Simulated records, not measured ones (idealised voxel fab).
Title: Process Module voxel fin reveal
The cross-section shown here is cut; it is 230 nm wide and divided into square cells measuring 5 nm on a side.
Heads up, the way a cross-section reads in here is a grid of square cells, handed over as bands from the top down, with every band being one or more rows of cells.
Quick guide to a band line: top height, bottom height (nm) up front; then every material left to right with its width in nm. Only one material and it's marked "all across"? Then it fills the band edge to edge. And "air" just means empty space.
Heights are reckoned from 0. Under this level, the received wafer is all of one material. The bottommost band is open-ended downward, for example "0 -> down".
So if you see something like "30 to 40" for the width, read it as the top row of the band sitting at the first number and the bottom row at the second, with every row in between moving by the same amount as the last.
"no alteration" means the step left every cell of the cross-section as it was.
In the "Enclosed cavity list" entry, you get each enclosed empty space of 8 cells or more, one with no open way to the top, written width x height at distance, distance from the left edge, in nm.
It should be noted that, on the line of a given step, the content following the step's settings is a remark produced by the simulator itself with respect to that step.
overlay nm: mask offset rightward from planned place, masked step; negative means leftward offset.
Each of the pairs that make up the rest of this document says: here is the cross-section before one process step, here is the cross-section after it, drawn only down to the lowest band that changed, and here, under the pair, is the step lying between them with its settings. Different pairs may come from different runs of this module on the same starting wafer, so a pair continues from the pair above it only where its entry headed "Incoming profile" says so.
## Incoming profile
    0 -> down: Si all across
    Enclosed cavity list: none
## Result of Step
    5 -> 0: SiN all across
    Heights below 0 show no change.
    Enclosed cavity list: none
In between the cross-sections above, the run called for CONFORMAL_DEP | material SiN | thk nm 5
Incoming profile: Reference is made to the cross-section shown after the step in the pair directly above, which represents the state prior to this step.
## Result of Step
    15 -> 5: aC all across
    Heights below 5 show no change.
    Enclosed cavity list: none
In between the cross-sections above, the run called for DIRECTIONAL_DEP | material aC | thk nm 10
Incoming profile: Reference is made to the cross-section shown after the step in the pair directly above, which represents the state prior to this step.
## Result of Step
    40 -> 15: air=85 | resist=15 | air=25 | resist=15 | air=90
    Heights below 15 show no change.
    Enclosed cavity list: none
In between the cross-sections above, the run called for PATTERN | tone cover | mask id FINS | material resist | width nm 15 | pitch nm 40 | thk nm 25 | overlay nm 0
Incoming profile: Reference is made to the cross-section shown after the step in the pair directly above, which represents the state prior to this step.
## Result of Step
    30 -> 15: air=85 | resist=15 | air=25 | resist=15 | air=90
    15 -> 5: air=85 | aC=15 | air=25 | aC=15 | air=90
    Heights below 5 show no change.
    Enclosed cavity list: none
In between the cross-sections above, the run called for DIRECTIONAL_ETCH | etch materials aC | depth nm 10
Incoming profile: Reference is made to the cross-section shown after the step in the pair directly above, which represents the state prior to this step.
## Result of Step
    15 -> 5: air=85 | aC=15 | air=25 | aC=15 | air=90
    Heights below 5 show no change.
    Enclosed cavity list: none
In between the cross-sections above, the run called for STRIP | etch materials resist
Incoming profile: Reference is made to the cross-section shown after the step in the pair directly above, which represents the state prior to this step.
## Result of Step
    15 -> 5: air=85 | aC=15 | air=25 | aC=15 | air=90
    5 -> 0: air=85 | SiN=15 | air=25 | SiN=15 | air=90
    Heights below 0 show no change.
    Enclosed cavity list: none
In between the cross-sections above, the run called for DIRECTIONAL_ETCH | etch materials SiN | depth nm 5
Incoming profile: Reference is made to the cross-section shown after the step in the pair directly above, which represents the state prior to this step.
## Result of Step
    15 -> 5: air=85 | aC=15 | air=25 | aC=15 | air=90
    5 -> 0: air=85 | SiN=15 | air=25 | SiN=15 | air=90
    0 -> -30: air=85 | Si=15 | air=25 | Si=15 | air=90
    Heights below -30 show no change.
    Enclosed cavity list: none
In between the cross-sections above, the run called for DIRECTIONAL_ETCH | etch materials Si | depth nm 30
Incoming profile: Reference is made to the cross-section shown after the step in the pair directly above, which represents the state prior to this step.
## Result of Step
    5 -> 0: air=85 | SiN=15 | air=25 | SiN=15 | air=90
    Heights below 0 show no change.
    Enclosed cavity list: none
In between the cross-sections above, the run called for STRIP | etch materials aC
Incoming profile: Reference is made to the cross-section shown after the step in the pair directly above, which represents the state prior to this step.
## Result of Step
    5 -> 0: air=85 | SiN=15 | air=25 | SiN=15 | air=90
    0 -> -30: air=85 | SiO2=5 | Si=5 | SiO2=5 | air=25 | SiO2=5 | Si=5 | SiO2=5 | air=90
    -30 -> -35: SiO2=90 | Si=5 | SiO2=35 | Si=5 | SiO2=95
    Heights below -35 show no change.
    Enclosed cavity list: none
In between the cross-sections above, the run called for OXIDIZE | depth nm 5
Incoming profile: Reference is made to the cross-section shown after the step in the pair directly above, which represents the state prior to this step.
## Result of Step
    15 -> 5: SiO2 all across
    5 -> 0: SiO2=85 | SiN=15 | SiO2=25 | SiN=15 | SiO2=90
    0 -> -35: SiO2=90 | Si=5 | SiO2=35 | Si=5 | SiO2=95
    Heights below -35 show no change.
    Enclosed cavity list: none
In between the cross-sections above, the run called for FILL_DEP | material SiO2 | thk nm 10
Incoming profile: Reference is made to the cross-section shown after the step in the pair directly above, which represents the state prior to this step.
## Result of Step
    5 -> 0: SiO2=85 | SiN=15 | SiO2=25 | SiN=15 | SiO2=90
    Heights below 0 show no change.
    Enclosed cavity list: none
In between the cross-sections above, the run called for CMP | height nm 5
Incoming profile: Reference is made to the cross-section shown after the step in the pair directly above, which represents the state prior to this step.
## Result of Step
    5 -> 0: air=85 | SiN=15 | air=25 | SiN=15 | air=90
    0 -> -10: air=90 | Si=5 | air=35 | Si=5 | air=95
    Heights below -10 show no change.
    Enclosed cavity list: none
In between the cross-sections above, the run called for SELECTIVE_ETCH | etch materials SiO2 | depth nm 15
Incoming profile: Reference is made to the cross-section shown after the step in the pair directly above, which represents the state prior to this step.
## Result of Step
    0 -> -10: air=90 | Si=5 | air=35 | Si=5 | air=95
    Heights below -10 show no change.
    Enclosed cavity list: none
In between the cross-sections above, the run called for STRIP | etch materials SiN
Incoming profile: Reference is made to the cross-section shown after the step in the pair directly above, which represents the state prior to this step.
## Result of Step
    5 -> 0: air=85 | HfO2=15 | air=25 | HfO2=15 | air=90
    0 -> -5: air=85 | HfO2=5 | Si=5 | HfO2=5 | air=25 | HfO2=5 | Si=5 | HfO2=5 | air=90
    -5 -> -10: HfO2=90 | Si=5 | HfO2=35 | Si=5 | HfO2=95
    Heights below -10 show no change.
    Enclosed cavity list: none
In between the cross-sections above, the run called for CONFORMAL_DEP | material HfO2 | thk nm 5
## Incoming profile
    5 -> 0: air=85 | SiN=15 | air=25 | SiN=15 | air=90
    0 -> -10: air=90 | Si=5 | air=35 | Si=5 | air=95
    -10 -> -35: SiO2=90 | Si=5 | SiO2=35 | Si=5 | SiO2=95
    -35 -> down: Si all across
    Enclosed cavity list: none
## Result of Step
    5 -> 0: air=85 | SiN=15 | air=25 | SiN=15 | air=90
    0 -> -25: air=90 | Si=5 | air=35 | Si=5 | air=95
    Heights below -25 show no change.
    Enclosed cavity list: none
In between the cross-sections above, the run called for SELECTIVE_ETCH | etch materials SiO2 | depth nm 15
Incoming profile: Reference is made to the cross-section shown after the step in the pair directly above, which represents the state prior to this step.
## Result of Step
    0 -> -25: air=90 | Si=5 | air=35 | Si=5 | air=95
    Heights below -25 show no change.
    Enclosed cavity list: none
In between the cross-sections above, the run called for STRIP | etch materials SiN
Incoming profile: Reference is made to the cross-section shown after the step in the pair directly above, which represents the state prior to this step.
## Result of Step
    5 -> 0: air=85 | HfO2=15 | air=25 | HfO2=15 | air=90
    0 -> -20: air=85 | HfO2=5 | Si=5 | HfO2=5 | air=25 | HfO2=5 | Si=5 | HfO2=5 | air=90
    -20 -> -25: HfO2=90 | Si=5 | HfO2=35 | Si=5 | HfO2=95
    Heights below -25 show no change.
    Enclosed cavity list: none
In between the cross-sections above, the run called for CONFORMAL_DEP | material HfO2 | thk nm 5
## Incoming profile
    5 -> 0: SiO2=85 | SiN=15 | SiO2=25 | SiN=15 | SiO2=90
    0 -> -35: SiO2=90 | Si=5 | SiO2=35 | Si=5 | SiO2=95
    -35 -> down: Si all across
    Enclosed cavity list: none
## Result of Step
    5 -> 0: SiO2=85 | air=15 | SiO2=25 | air=15 | SiO2=90
    Heights below 0 show no change.
    Enclosed cavity list: none
In between the cross-sections above, the run called for STRIP | etch materials SiN
Incoming profile: Reference is made to the cross-section shown after the step in the pair directly above, which represents the state prior to this step.
## Result of Step
    0 -> -10: air=90 | Si=5 | air=35 | Si=5 | air=95
    -10 -> -15: SiO2=70 | air=20 | Si=5 | air=35 | Si=5 | air=20 | SiO2=75
    Heights below -15 show no change.
    Enclosed cavity list: none
In between the cross-sections above, the run called for SELECTIVE_ETCH | etch materials SiO2 | depth nm 15
Incoming profile: Reference is made to the cross-section shown after the step in the pair directly above, which represents the state prior to this step.
## Result of Step
    5 -> 0: air=85 | HfO2=15 | air=25 | HfO2=15 | air=90
    0 -> -5: air=85 | HfO2=5 | Si=5 | HfO2=5 | air=25 | HfO2=5 | Si=5 | HfO2=5 | air=90
    -5 -> -10: HfO2=75 | air=10 | HfO2=5 | Si=5 | HfO2=5 | air=25 | HfO2=5 | Si=5 | HfO2=5 | air=10 | HfO2=80
    -10 -> -15: SiO2=70 | HfO2=20 | Si=5 | HfO2=35 | Si=5 | HfO2=20 | SiO2=75
    Heights below -15 show no change.
    Enclosed cavity list: none
In between the cross-sections above, the run called for CONFORMAL_DEP | material HfO2 | thk nm 5
## Incoming profile
    15 -> 5: air=85 | aC=15 | air=25 | aC=15 | air=90
    5 -> 0: air=85 | SiN=15 | air=25 | SiN=15 | air=90
    0 -> down: Si all across
    Enclosed cavity list: none
## Result of Step
    15 -> 5: air=85 | aC=15 | air=25 | aC=15 | air=90
    5 -> 0: air=85 | SiN=15 | air=25 | SiN=15 | air=90
    0 -> -20: air=85 | Si=15 | air=25 | Si=15 | air=90
    Heights below -20 show no change.
    Enclosed cavity list: none
In between the cross-sections above, the run called for DIRECTIONAL_ETCH | etch materials Si | depth nm 20
Incoming profile: Reference is made to the cross-section shown after the step in the pair directly above, which represents the state prior to this step.
## Result of Step
    5 -> 0: air=85 | SiN=15 | air=25 | SiN=15 | air=90
    Heights below 0 show no change.
    Enclosed cavity list: none
In between the cross-sections above, the run called for STRIP | etch materials aC
Incoming profile: Reference is made to the cross-section shown after the step in the pair directly above, which represents the state prior to this step.
## Result of Step
    5 -> 0: air=85 | SiN=15 | air=25 | SiN=15 | air=90
    0 -> -20: air=85 | SiO2=5 | Si=5 | SiO2=5 | air=25 | SiO2=5 | Si=5 | SiO2=5 | air=90
    -20 -> -25: SiO2=90 | Si=5 | SiO2=35 | Si=5 | SiO2=95
    Heights below -25 show no change.
    Enclosed cavity list: none
In between the cross-sections above, the run called for OXIDIZE | depth nm 5
Incoming profile: Reference is made to the cross-section shown after the step in the pair directly above, which represents the state prior to this step.
## Result of Step
    15 -> 5: SiO2 all across
    5 -> 0: SiO2=85 | SiN=15 | SiO2=25 | SiN=15 | SiO2=90
    0 -> -25: SiO2=90 | Si=5 | SiO2=35 | Si=5 | SiO2=95
    Heights below -25 show no change.
    Enclosed cavity list: none
In between the cross-sections above, the run called for FILL_DEP | material SiO2 | thk nm 10
Incoming profile: Reference is made to the cross-section shown after the step in the pair directly above, which represents the state prior to this step.
## Result of Step
    5 -> 0: SiO2=85 | SiN=15 | SiO2=25 | SiN=15 | SiO2=90
    Heights below 0 show no change.
    Enclosed cavity list: none
In between the cross-sections above, the run called for CMP | height nm 5
Incoming profile: Reference is made to the cross-section shown after the step in the pair directly above, which represents the state prior to this step.
## Result of Step
    5 -> 0: air=85 | SiN=15 | air=25 | SiN=15 | air=90
    0 -> -10: air=90 | Si=5 | air=35 | Si=5 | air=95
    Heights below -10 show no change.
    Enclosed cavity list: none
In between the cross-sections above, the run called for SELECTIVE_ETCH | etch materials SiO2 | depth nm 15
Incoming profile: Reference is made to the cross-section shown after the step in the pair directly above, which represents the state prior to this step.
## Result of Step
    0 -> -10: air=90 | Si=5 | air=35 | Si=5 | air=95
    Heights below -10 show no change.
    Enclosed cavity list: none
In between the cross-sections above, the run called for STRIP | etch materials SiN
Incoming profile: Reference is made to the cross-section shown after the step in the pair directly above, which represents the state prior to this step.
## Result of Step
    5 -> 0: air=85 | HfO2=15 | air=25 | HfO2=15 | air=90
    0 -> -5: air=85 | HfO2=5 | Si=5 | HfO2=5 | air=25 | HfO2=5 | Si=5 | HfO2=5 | air=90
    -5 -> -10: HfO2=90 | Si=5 | HfO2=35 | Si=5 | HfO2=95
    Heights below -10 show no change.
    Enclosed cavity list: none
In between the cross-sections above, the run called for CONFORMAL_DEP | material HfO2 | thk nm 5
## Incoming profile
    15 -> 5: aC all across
    5 -> 0: SiN all across
    0 -> down: Si all across
    Enclosed cavity list: none
## Result of Step
    40 -> 15: air=80 | resist=25 | air=15 | resist=25 | air=85
    Heights below 15 show no change.
    Enclosed cavity list: none
In between the cross-sections above, the run called for PATTERN | tone cover | mask id FINS | material resist | width nm 25 | pitch nm 40 | thk nm 25 | overlay nm 0
Incoming profile: Reference is made to the cross-section shown after the step in the pair directly above, which represents the state prior to this step.
## Result of Step
    30 -> 15: air=80 | resist=25 | air=15 | resist=25 | air=85
    15 -> 5: air=80 | aC=25 | air=15 | aC=25 | air=85
    Heights below 5 show no change.
    Enclosed cavity list: none
In between the cross-sections above, the run called for DIRECTIONAL_ETCH | etch materials aC | depth nm 10
Incoming profile: Reference is made to the cross-section shown after the step in the pair directly above, which represents the state prior to this step.
## Result of Step
    15 -> 5: air=80 | aC=25 | air=15 | aC=25 | air=85
    Heights below 5 show no change.
    Enclosed cavity list: none
In between the cross-sections above, the run called for STRIP | etch materials resist
Incoming profile: Reference is made to the cross-section shown after the step in the pair directly above, which represents the state prior to this step.
## Result of Step
    15 -> 5: air=80 | aC=25 | air=15 | aC=25 | air=85
    5 -> 0: air=80 | SiN=25 | air=15 | SiN=25 | air=85
    Heights below 0 show no change.
    Enclosed cavity list: none
In between the cross-sections above, the run called for DIRECTIONAL_ETCH | etch materials SiN | depth nm 5
Incoming profile: Reference is made to the cross-section shown after the step in the pair directly above, which represents the state prior to this step.
## Result of Step
    15 -> 5: air=80 | aC=25 | air=15 | aC=25 | air=85
    5 -> 0: air=80 | SiN=25 | air=15 | SiN=25 | air=85
    0 -> -30: air=80 | Si=25 | air=15 | Si=25 | air=85
    Heights below -30 show no change.
    Enclosed cavity list: none
In between the cross-sections above, the run called for DIRECTIONAL_ETCH | etch materials Si | depth nm 30
Incoming profile: Reference is made to the cross-section shown after the step in the pair directly above, which represents the state prior to this step.
## Result of Step
    5 -> 0: air=80 | SiN=25 | air=15 | SiN=25 | air=85
    Heights below 0 show no change.
    Enclosed cavity list: none
In between the cross-sections above, the run called for STRIP | etch materials aC
Incoming profile: Reference is made to the cross-section shown after the step in the pair directly above, which represents the state prior to this step.
## Result of Step
    5 -> 0: air=80 | SiN=25 | air=15 | SiN=25 | air=85
    0 -> -30: air=80 | SiO2=5 | Si=15 | SiO2=5 | air=15 | SiO2=5 | Si=15 | SiO2=5 | air=85
    -30 -> -35: SiO2=85 | Si=15 | SiO2=25 | Si=15 | SiO2=90
    Heights below -35 show no change.
    Enclosed cavity list: none
In between the cross-sections above, the run called for OXIDIZE | depth nm 5
Incoming profile: Reference is made to the cross-section shown after the step in the pair directly above, which represents the state prior to this step.
## Result of Step
    15 -> 5: SiO2 all across
    5 -> 0: SiO2=80 | SiN=25 | SiO2=15 | SiN=25 | SiO2=85
    0 -> -35: SiO2=85 | Si=15 | SiO2=25 | Si=15 | SiO2=90
    Heights below -35 show no change.
    Enclosed cavity list: none
In between the cross-sections above, the run called for FILL_DEP | material SiO2 | thk nm 10
Incoming profile: Reference is made to the cross-section shown after the step in the pair directly above, which represents the state prior to this step.
## Result of Step
    5 -> 0: SiO2=80 | SiN=25 | SiO2=15 | SiN=25 | SiO2=85
    Heights below 0 show no change.
    Enclosed cavity list: none
In between the cross-sections above, the run called for CMP | height nm 5
Incoming profile: Reference is made to the cross-section shown after the step in the pair directly above, which represents the state prior to this step.
## Result of Step
    5 -> 0: air=80 | SiN=25 | air=15 | SiN=25 | air=85
    0 -> -10: air=85 | Si=15 | air=25 | Si=15 | air=90
    Heights below -10 show no change.
    Enclosed cavity list: none
In between the cross-sections above, the run called for SELECTIVE_ETCH | etch materials SiO2 | depth nm 15
Incoming profile: Reference is made to the cross-section shown after the step in the pair directly above, which represents the state prior to this step.
## Result of Step
    0 -> -10: air=85 | Si=15 | air=25 | Si=15 | air=90
    Heights below -10 show no change.
    Enclosed cavity list: none
In between the cross-sections above, the run called for STRIP | etch materials SiN
Incoming profile: Reference is made to the cross-section shown after the step in the pair directly above, which represents the state prior to this step.
## Result of Step
    5 -> 0: air=80 | HfO2=25 | air=15 | HfO2=25 | air=85
    0 -> -5: air=80 | HfO2=5 | Si=15 | HfO2=5 | air=15 | HfO2=5 | Si=15 | HfO2=5 | air=85
    -5 -> -10: HfO2=85 | Si=15 | HfO2=25 | Si=15 | HfO2=90
    Heights below -10 show no change.
    Enclosed cavity list: none
In between the cross-sections above, the run called for CONFORMAL_DEP | material HfO2 | thk nm 5
## Incoming profile
    15 -> 5: aC all across
    5 -> 0: SiN all across
    0 -> down: Si all across
    Enclosed cavity list: none
## Result of Step
    40 -> 15: air=90 | resist=15 | air=25 | resist=15 | air=85
    Heights below 15 show no change.
    Enclosed cavity list: none
In between the cross-sections above, the run called for PATTERN | tone cover | mask id FINS | material resist | width nm 15 | pitch nm 40 | thk nm 25 | overlay nm 5
Incoming profile: Reference is made to the cross-section shown after the step in the pair directly above, which represents the state prior to this step.
## Result of Step
    30 -> 15: air=90 | resist=15 | air=25 | resist=15 | air=85
    15 -> 5: air=90 | aC=15 | air=25 | aC=15 | air=85
    Heights below 5 show no change.
    Enclosed cavity list: none
In between the cross-sections above, the run called for DIRECTIONAL_ETCH | etch materials aC | depth nm 10
Incoming profile: Reference is made to the cross-section shown after the step in the pair directly above, which represents the state prior to this step.
## Result of Step
    15 -> 5: air=90 | aC=15 | air=25 | aC=15 | air=85
    Heights below 5 show no change.
    Enclosed cavity list: none
In between the cross-sections above, the run called for STRIP | etch materials resist
Incoming profile: Reference is made to the cross-section shown after the step in the pair directly above, which represents the state prior to this step.
## Result of Step
    15 -> 5: air=90 | aC=15 | air=25 | aC=15 | air=85
    5 -> 0: air=90 | SiN=15 | air=25 | SiN=15 | air=85
    Heights below 0 show no change.
    Enclosed cavity list: none
In between the cross-sections above, the run called for DIRECTIONAL_ETCH | etch materials SiN | depth nm 5
Incoming profile: Reference is made to the cross-section shown after the step in the pair directly above, which represents the state prior to this step.
## Result of Step
    15 -> 5: air=90 | aC=15 | air=25 | aC=15 | air=85
    5 -> 0: air=90 | SiN=15 | air=25 | SiN=15 | air=85
    0 -> -30: air=90 | Si=15 | air=25 | Si=15 | air=85
    Heights below -30 show no change.
    Enclosed cavity list: none
In between the cross-sections above, the run called for DIRECTIONAL_ETCH | etch materials Si | depth nm 30
Incoming profile: Reference is made to the cross-section shown after the step in the pair directly above, which represents the state prior to this step.
## Result of Step
    5 -> 0: air=90 | SiN=15 | air=25 | SiN=15 | air=85
    Heights below 0 show no change.
    Enclosed cavity list: none
In between the cross-sections above, the run called for STRIP | etch materials aC
Incoming profile: Reference is made to the cross-section shown after the step in the pair directly above, which represents the state prior to this step.
## Result of Step
    5 -> 0: air=90 | SiN=15 | air=25 | SiN=15 | air=85
    0 -> -30: air=90 | SiO2=5 | Si=5 | SiO2=5 | air=25 | SiO2=5 | Si=5 | SiO2=5 | air=85
    -30 -> -35: SiO2=95 | Si=5 | SiO2=35 | Si=5 | SiO2=90
    Heights below -35 show no change.
    Enclosed cavity list: none
In between the cross-sections above, the run called for OXIDIZE | depth nm 5
Incoming profile: Reference is made to the cross-section shown after the step in the pair directly above, which represents the state prior to this step.
## Result of Step
    15 -> 5: SiO2 all across
    5 -> 0: SiO2=90 | SiN=15 | SiO2=25 | SiN=15 | SiO2=85
    0 -> -35: SiO2=95 | Si=5 | SiO2=35 | Si=5 | SiO2=90
    Heights below -35 show no change.
    Enclosed cavity list: none
In between the cross-sections above, the run called for FILL_DEP | material SiO2 | thk nm 10
Incoming profile: Reference is made to the cross-section shown after the step in the pair directly above, which represents the state prior to this step.
## Result of Step
    5 -> 0: SiO2=90 | SiN=15 | SiO2=25 | SiN=15 | SiO2=85
    Heights below 0 show no change.
    Enclosed cavity list: none
In between the cross-sections above, the run called for CMP | height nm 5
Incoming profile: Reference is made to the cross-section shown after the step in the pair directly above, which represents the state prior to this step.
## Result of Step
    5 -> 0: air=90 | SiN=15 | air=25 | SiN=15 | air=85
    0 -> -10: air=95 | Si=5 | air=35 | Si=5 | air=90
    Heights below -10 show no change.
    Enclosed cavity list: none
In between the cross-sections above, the run called for SELECTIVE_ETCH | etch materials SiO2 | depth nm 15
Incoming profile: Reference is made to the cross-section shown after the step in the pair directly above, which represents the state prior to this step.
## Result of Step
    0 -> -10: air=95 | Si=5 | air=35 | Si=5 | air=90
    Heights below -10 show no change.
    Enclosed cavity list: none
In between the cross-sections above, the run called for STRIP | etch materials SiN
Incoming profile: Reference is made to the cross-section shown after the step in the pair directly above, which represents the state prior to this step.
## Result of Step
    5 -> 0: air=90 | HfO2=15 | air=25 | HfO2=15 | air=85
    0 -> -5: air=90 | HfO2=5 | Si=5 | HfO2=5 | air=25 | HfO2=5 | Si=5 | HfO2=5 | air=85
    -5 -> -10: HfO2=95 | Si=5 | HfO2=35 | Si=5 | HfO2=90
    Heights below -10 show no change.
    Enclosed cavity list: none
In between the cross-sections above, the run called for CONFORMAL_DEP | material HfO2 | thk nm 5
## Incoming profile
    5 -> 0: air=85 | SiN=15 | air=25 | SiN=15 | air=90
    0 -> -10: air=90 | Si=5 | air=35 | Si=5 | air=95
    -10 -> -35: SiO2=90 | Si=5 | SiO2=35 | Si=5 | SiO2=95
    -35 -> down: Si all across
    Enclosed cavity list: none
## Result of Step
    5 -> 0: air=85 | SiN=15 | air=25 | SiN=15 | air=90
    0 -> -35: air=90 | Si=5 | air=35 | Si=5 | air=95
    Heights below -35 show no change.
    Enclosed cavity list: none
In between the cross-sections above, the run called for STRIP | etch materials SiO2
Incoming profile: Reference is made to the cross-section shown after the step in the pair directly above, which represents the state prior to this step.
## Result of Step
    10 -> 5: air=80 | HfO2=25 | air=15 | HfO2=25 | air=85
    5 -> 0: air=80 | HfO2=5 | SiN=15 | HfO2=5 | air=15 | HfO2=5 | SiN=15 | HfO2=5 | air=85
    0 -> -5: air=80 | HfO2=10 | Si=5 | HfO2=10 | air=15 | HfO2=10 | Si=5 | HfO2=10 | air=85
    -5 -> -30: air=85 | HfO2=5 | Si=5 | HfO2=5 | air=25 | HfO2=5 | Si=5 | HfO2=5 | air=90
    -30 -> -35: HfO2=90 | Si=5 | HfO2=35 | Si=5 | HfO2=95
    Heights below -35 show no change.
    Enclosed cavity list: none
In between the cross-sections above, the run called for CONFORMAL_DEP | material HfO2 | thk nm 5
## Incoming profile
    15 -> 5: aC all across
    5 -> 0: SiN all across
    0 -> down: Si all across
    Enclosed cavity list: none
## Result of Step
    40 -> 15: resist=85 | air=15 | resist=25 | air=15 | resist=90
    Heights below 15 show no change.
    Enclosed cavity list: none
In between the cross-sections above, the run called for PATTERN | tone open | mask id FINS | material resist | width nm 15 | pitch nm 40 | thk nm 25 | overlay nm 0
Incoming profile: Reference is made to the cross-section shown after the step in the pair directly above, which represents the state prior to this step.
## Result of Step
    30 -> 15: resist=85 | air=15 | resist=25 | air=15 | resist=90
    15 -> 5: aC=85 | air=15 | aC=25 | air=15 | aC=90
    Heights below 5 show no change.
    Enclosed cavity list: none
In between the cross-sections above, the run called for DIRECTIONAL_ETCH | etch materials aC | depth nm 10
Incoming profile: Reference is made to the cross-section shown after the step in the pair directly above, which represents the state prior to this step.
## Result of Step
    15 -> 5: aC=85 | air=15 | aC=25 | air=15 | aC=90
    Heights below 5 show no change.
    Enclosed cavity list: none
In between the cross-sections above, the run called for STRIP | etch materials resist
Incoming profile: Reference is made to the cross-section shown after the step in the pair directly above, which represents the state prior to this step.
## Result of Step
    15 -> 5: aC=85 | air=15 | aC=25 | air=15 | aC=90
    5 -> 0: SiN=85 | air=15 | SiN=25 | air=15 | SiN=90
    Heights below 0 show no change.
    Enclosed cavity list: none
In between the cross-sections above, the run called for DIRECTIONAL_ETCH | etch materials SiN | depth nm 5
Incoming profile: Reference is made to the cross-section shown after the step in the pair directly above, which represents the state prior to this step.
## Result of Step
    15 -> 5: aC=85 | air=15 | aC=25 | air=15 | aC=90
    5 -> 0: SiN=85 | air=15 | SiN=25 | air=15 | SiN=90
    0 -> -30: Si=85 | air=15 | Si=25 | air=15 | Si=90
    Heights below -30 show no change.
    Enclosed cavity list: none
In between the cross-sections above, the run called for DIRECTIONAL_ETCH | etch materials Si | depth nm 30
Incoming profile: Reference is made to the cross-section shown after the step in the pair directly above, which represents the state prior to this step.
## Result of Step
    5 -> 0: SiN=85 | air=15 | SiN=25 | air=15 | SiN=90
    Heights below 0 show no change.
    Enclosed cavity list: none
In between the cross-sections above, the run called for STRIP | etch materials aC
Incoming profile: Reference is made to the cross-section shown after the step in the pair directly above, which represents the state prior to this step.
## Result of Step
    5 -> 0: SiN=85 | air=15 | SiN=25 | air=15 | SiN=90
    0 -> -30: Si=80 | SiO2=5 | air=15 | SiO2=5 | Si=15 | SiO2=5 | air=15 | SiO2=5 | Si=85
    -30 -> -35: Si=80 | SiO2=25 | Si=15 | SiO2=25 | Si=85
    Heights below -35 show no change.
    Enclosed cavity list: none
In between the cross-sections above, the run called for OXIDIZE | depth nm 5
Incoming profile: Reference is made to the cross-section shown after the step in the pair directly above, which represents the state prior to this step.
## Result of Step
    15 -> 5: SiO2 all across
    5 -> 0: SiN=85 | SiO2=15 | SiN=25 | SiO2=15 | SiN=90
    0 -> -35: Si=80 | SiO2=25 | Si=15 | SiO2=25 | Si=85
    Heights below -35 show no change.
    Enclosed cavity list: none
In between the cross-sections above, the run called for FILL_DEP | material SiO2 | thk nm 10
Incoming profile: Reference is made to the cross-section shown after the step in the pair directly above, which represents the state prior to this step.
## Result of Step
    5 -> 0: SiN=85 | SiO2=15 | SiN=25 | SiO2=15 | SiN=90
    Heights below 0 show no change.
    Enclosed cavity list: none
In between the cross-sections above, the run called for CMP | height nm 5
Incoming profile: Reference is made to the cross-section shown after the step in the pair directly above, which represents the state prior to this step.
## Result of Step
    5 -> 0: SiN=85 | air=15 | SiN=25 | air=15 | SiN=90
    0 -> -10: Si=80 | air=25 | Si=15 | air=25 | Si=85
    Heights below -10 show no change.
    Enclosed cavity list: none
In between the cross-sections above, the run called for SELECTIVE_ETCH | etch materials SiO2 | depth nm 15
Incoming profile: Reference is made to the cross-section shown after the step in the pair directly above, which represents the state prior to this step.
## Result of Step
    0 -> -10: Si=80 | air=25 | Si=15 | air=25 | Si=85
    Heights below -10 show no change.
    Enclosed cavity list: none
In between the cross-sections above, the run called for STRIP | etch materials SiN
Incoming profile: Reference is made to the cross-section shown after the step in the pair directly above, which represents the state prior to this step.
## Result of Step
    5 -> 0: HfO2=85 | air=15 | HfO2=25 | air=15 | HfO2=90
    0 -> -5: Si=80 | HfO2=5 | air=15 | HfO2=5 | Si=15 | HfO2=5 | air=15 | HfO2=5 | Si=85
    -5 -> -10: Si=80 | HfO2=25 | Si=15 | HfO2=25 | Si=85
    Heights below -10 show no change.
    Enclosed cavity list: none
In between the cross-sections above, the run called for CONFORMAL_DEP | material HfO2 | thk nm 5
